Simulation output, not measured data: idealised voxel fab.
The process module that follows is named voxel self aligned vias.
The width of the displayed cross-section, cut, is 275 nm; its cells are square, with a size of 5 nm.
Each cross-section below is a grid of square cells, stated as bands in top-down order, with one or more rows of cells making up each band.
Heights first: top, then bottom, in nm. Then materials, left to right, each with a width in nm. "everywhere" on a single material: fills the band edge to edge. "air": empty space.
All heights in this document are referenced to 0, defined as the level beneath which the wafer, as received, consists entirely of one material. The lowest band is not bounded below; it extends indefinitely downward and is written in the form "z 0 and below".
Read "30->40" as a graded width: first number on top, second number at the bottom, same change between each pair of neighbouring rows.
Given "no modifications" for a step, no cell of the cross-section differs between before and after that step.
This entry, "Fully closed voids", enumerates those empty regions of no fewer than 8 cells that possess no open connection to the top. Each region is reported in the form width x height at distance, the distance being taken from the left edge, with all three quantities expressed in nm.
Step line, after settings: the simulator's comment on this step.
You can add "overlay nm" to a step's line. For a step with a mask, it describes how far the mask lay to the right of its planned position, and a negative number describes a lay to the left.
[The following list gives the planned process steps]
1: RECEIVE, material Si
2: CONFORMAL_DEP, material SiO2, thk nm 15
3: CONFORMAL_DEP, material SiCN, thk nm 5
4: DIRECTIONAL_DEP, material SiO2, thk nm 20
5: MASKED_ETCH, tone open, mask id LINES, width nm 30, pitch nm 55, etch materials SiO2, depth nm 20, overlay nm 0
6: CONFORMAL_DEP, material TiN, thk nm 5
7: FILL_DEP, material Ru, thk nm 10
8: CMP, height nm 40
9: SELECTIVE_ETCH, etch materials W Ru TiN, depth nm 10
10: FILL_DEP, material SiN, thk nm 10
11: CMP, height nm 40
12: DIRECTIONAL_DEP, material SiO2, thk nm 20
13: PATTERN, tone open, mask id VIAS, material resist, width nm 40, pitch nm 110, thk nm 20, overlay nm 0
14: DIRECTIONAL_ETCH, etch materials SiO2, depth nm 10
15: DIRECTIONAL_ETCH, etch materials SiN, depth nm 10
16: STRIP, etch materials resist
17: CONFORMAL_DEP, material TiN, thk nm 5
18: FILL_DEP, material W, thk nm 5
19: CMP, height nm 60
20: CONFORMAL_DEP, material SiCN, thk nm 5
Across this set of wafers, the varied parameter is the depth nm of step 14. Starting conditions are identical for every wafer, and the plan reports the value assigned to the first wafer.
[Received condition of the first of several wafers, sectioned: post-step 1]
* z 0 and below | Si everywhere
* Fully closed voids: none
[Module end state after final step 20: cross-section of the first of several wafers]
* z 65 to 60 | SiCN everywhere
* z 60 to 55 | SiO2: 60 / TiN: 5 / W: 30 / TiN: 5 / SiO2: 70 / TiN: 5 / W: 30 / TiN: 5 / SiO2: 65
* z 55 to 50 | SiO2: 60 / TiN: 40 / SiO2: 70 / TiN: 40 / SiO2: 65
* z 50 to 40 | SiO2 everywhere
* z 40 to 30 | SiO2: 65 / SiN: 30 / SiO2: 25 / SiN: 30 / SiO2: 25 / SiN: 30 / SiO2: 70
* z 30 to 25 | SiO2: 65 / TiN: 5 / Ru: 20 / TiN: 5 / SiO2: 25 / TiN: 5 / Ru: 20 / TiN: 5 / SiO2: 25 / TiN: 5 / Ru: 20 / TiN: 5 / SiO2: 70
* z 25 to 20 | SiO2: 65 / TiN: 30 / SiO2: 25 / TiN: 30 / SiO2: 25 / TiN: 30 / SiO2: 70
* z 20 to 15 | SiCN everywhere
* z 15 to 0 | SiO2 everywhere
* z 0 and below | Si everywhere
* Fully closed voids: none
[Here we cross-sectioned the last of the wafers once the module was done]
* z 65 to 60 | SiCN everywhere
* z 60 to 40 | SiO2: 60 / TiN: 5 / W: 30 / TiN: 5 / SiO2: 70 / TiN: 5 / W: 30 / TiN: 5 / SiO2: 65
* z 40 to 35 | SiO2: 60 / TiN: 5 / W: 30 / TiN: 5 / SiO2: 20 / SiN: 30 / SiO2: 20 / TiN: 5 / W: 30 / TiN: 5 / SiO2: 65
* z 35 to 30 | SiO2: 60 / TiN: 40 / SiO2: 20 / SiN: 30 / SiO2: 20 / TiN: 40 / SiO2: 65
* z 30 to 25 | SiO2: 60 / TiN: 10 / Ru: 20 / TiN: 10 / SiO2: 20 / TiN: 5 / Ru: 20 / TiN: 5 / SiO2: 20 / TiN: 10 / Ru: 20 / TiN: 10 / SiO2: 65
* z 25 to 20 | SiO2: 65 / TiN: 30 / SiO2: 25 / TiN: 30 / SiO2: 25 / TiN: 30 / SiO2: 70
* z 20 to 15 | SiCN everywhere
* z 15 to 0 | SiO2 everywhere
* z 0 and below | Si everywhere
* Fully closed voids: none
[End of module, by wafer: material-by-material cell gain (+) or loss (-) since receipt, then closed voids]
depth nm 10 | +12 Ru | +110 SiCN | +36 SiN | +501 SiO2 | +44 TiN | +12 W | Fully closed voids: none
depth nm 15 | +12 Ru | +110 SiCN | +36 SiN | +485 SiO2 | +48 TiN | +24 W | Fully closed voids: none
depth nm 20 | +12 Ru | +110 SiCN | +12 SiN | +469 SiO2 | +60 TiN | +52 W | Fully closed voids: none
depth nm 25 | +12 Ru | +110 SiCN | +12 SiN | +465 SiO2 | +60 TiN | +56 W | Fully closed voids: none
depth nm 30 | +12 Ru | +110 SiCN | +12 SiN | +461 SiO2 | +60 TiN | +60 W | Fully closed voids: none
depth nm 35 | +12 Ru | +110 SiCN | +12 SiN | +457 SiO2 | +64 TiN | +60 W | Fully closed voids: none
